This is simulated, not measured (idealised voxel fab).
process module | voxel ribs on slabs
cross-section cut | 215 nm wide | cells 5 nm
A cross-section is a grid of square cells, given in bands from the top down. A band is one or more rows of cells.
Each band's line starts with the height of the band's top and of its bottom, in nm. Then come its materials from left to right, each with its width in nm. One material with "throughout" fills the band from edge to edge. "air" is empty space.
Height 0 is the level under which the wafer as received is all one material. The lowest band goes on downwards, as in "0 down".
A width such as "30 to 40" changes by the same amount from each row of cells to the next, from the band's top row to its bottom row.
"no change" after a step means that no cell of the cross-section changed.
closed voids: empty space of 8 cells or more with no open way to the top, each as width x height at its distance from the left edge, in nm
after a step's settings: what the simulator itself notes on the step
overlay nm, on a step with a mask: how far to the right of its planned place the mask lay; to the left if negative
plan
1 op RECEIVE | material Si
2 op DIRECTIONAL_DEP | material SiO2 | thk nm 20
3 op DIRECTIONAL_DEP | material polySi | thk nm 25
4 op PATTERN | tone cover | mask id RIB | material resist | width nm 30 | thk nm 20 | overlay nm 0
5 op DIRECTIONAL_ETCH | etch materials polySi | depth nm 20
6 op STRIP | etch materials resist
7 op MASKED_ETCH | tone cover | mask id SLAB | width nm 70 | etch materials polySi | depth nm 5 | overlay nm 0
8 op FILL_DEP | material SiO2 | thk nm 25
9 op CMP | height nm 65
10 op DIRECTIONAL_DEP | material W | thk nm 10
11 op MASKED_ETCH | tone cover | mask id HEATER | width nm 40 | etch materials W | depth nm 10 | overlay nm 0
12 op CONFORMAL_DEP | material SiO2 | thk nm 10
first wafer, as planned
as received, after step 1
  0 down: Si throughout
  closed voids: none
after step 2
  20 to 0: SiO2 throughout
  below 0: unchanged
after step 3
  45 to 20: polySi throughout
  below 20: unchanged
after step 4
  65 to 45: air 90 | resist 30 | air 95
  below 45: unchanged
after step 5
  65 to 45: air 90 | resist 30 | air 95
  45 to 25: air 90 | polySi 30 | air 95
  below 25: unchanged
after step 6
  45 to 25: air 90 | polySi 30 | air 95
  below 25: unchanged
after step 7
  45 to 25: air 90 | polySi 30 | air 95
  25 to 20: air 70 | polySi 70 | air 75
  below 20: unchanged
after step 8
  70 to 45: SiO2 throughout
  45 to 25: SiO2 90 | polySi 30 | SiO2 95
  25 to 20: SiO2 70 | polySi 70 | SiO2 75
  below 20: unchanged
after step 9
  65 to 45: SiO2 throughout
  below 45: unchanged
after step 10
  75 to 65: W throughout
  below 65: unchanged
after step 11
  75 to 65: air 85 | W 40 | air 90
  below 65: unchanged
after step 12
  85 to 75: air 75 | SiO2 60 | air 80
  75 to 65: SiO2 85 | W 40 | SiO2 90
  below 65: unchanged
second wafer: like start, like plan, one mistake. Through step 1 it matches the first wafer
when step 2 should have ended
  25 to 0: polySi throughout
  below 0: unchanged
when step 3 should have ended
  45 to 25: SiO2 throughout
  below 25: unchanged
when step 4 should have ended
  65 to 45: air 90 | resist 30 | air 95
  below 45: unchanged
when step 5 should have ended: no change
when step 6 should have ended
  45 to 25: SiO2 throughout
  below 25: unchanged
when step 7 should have ended: no change
when step 8 should have ended
  70 to 25: SiO2 throughout
  below 25: unchanged
when step 9 should have ended
  65 to 25: SiO2 throughout
  below 25: unchanged
when step 10 should have ended
  75 to 65: W throughout
  below 65: unchanged
when step 11 should have ended
  75 to 65: air 85 | W 40 | air 90
  below 65: unchanged
when step 12 should have ended
  85 to 75: air 75 | SiO2 60 | air 80
  75 to 65: SiO2 85 | W 40 | SiO2 90
  below 65: unchanged
what went wrong: steps 2 and 3 were swapped
at the end the second wafer has, in cells: 177 fewer of SiO2 | 177 more of polySi
